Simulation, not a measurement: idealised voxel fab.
Documented hereafter: the process module known as voxel tone inversion.
For reference, the cross-section in this document is cut, with width 260 nm and square cells of 5 nm.
Think of the cross-section as a grid of square cells. We describe it in bands, top to bottom, and each band covers one or more rows of those cells. Band entry format. Leading values: height of top, height of bottom, nm. Remainder: materials in left-to-right order, each with its width in nm. Special words: "full width" on a single material, which then fills the band edge to edge; "blank", empty space. Height 0 is the level under which the wafer as received is all one material. The lowest band goes on downwards, as in "0 nm and below". When a width is written as two numbers, as in "30->40", the first number is the width in the top row of cells of the band and the second is the width in its bottom row, and the width changes by the same amount from each row to the next. Any step labelled "identical to before" changed none of the cells in the cross-section. In "Closed void register" the enclosed voids are listed, meaning empty spaces of 8 cells or larger without any opening to the top. The form is width x height at distance, distance from the left edge, units nm. Read whatever lies past the settings on a step's line as the simulator's own remark about the step. overlay nm, on a step with a mask: how far to the right of its planned place the mask lay; to the left if negative.

[The planned process steps are enumerated hereunder]
- 1: RECEIVE (material Si)
- 2: CONFORMAL_DEP (material SiCN; thk nm 5)
- 3: DIRECTIONAL_DEP (material aC; thk nm 25)
- 4: PATTERN (tone cover; mask id POSTS; material resist; width nm 15; pitch nm 45; thk nm 30; overlay nm 0)
- 5: DIRECTIONAL_ETCH (etch materials aC; depth nm 25)
- 6: STRIP (etch materials resist)
- 7: FILL_DEP (material SiO2; thk nm 10)
- 8: CMP (height nm 30)
- 9: STRIP (etch materials aC)
- 10: CONFORMAL_DEP (material TiN; thk nm 5)
- 11: FILL_DEP (material Ru; thk nm 10)
- 12: CMP (height nm 30)
- 13: CONFORMAL_DEP (material SiCN; thk nm 5)

[So this is the incoming wafer in cross-section - it's already been through step 1]
  0 nm and below: Si full width
  Closed void register: none

[End-of-module cross-section. Starting structure and process plan as above; one mistake made in running it]
  35 nm to 30 nm: SiCN full width
  30 nm to 10 nm: SiO2=75, then TiN=5, then Ru=10, then TiN=5, then SiO2=25, then TiN=5, then Ru=10, then TiN=5, then SiO2=25, then TiN=5, then Ru=10, then TiN=5, then SiO2=75
  10 nm to 5 nm: SiO2=75, then TiN=20, then SiO2=25, then TiN=20, then SiO2=25, then TiN=20, then SiO2=75
  5 nm to 0 nm: SiCN full width
  0 nm and below: Si full width
  Closed void register: none
In executing the process, a mistake was made relative to the plan: step 4 was not run as planned; what actually ran was PATTERN (tone cover; mask id POSTS; material resist; width nm 20; pitch nm 45; thk nm 30; overlay nm 0)
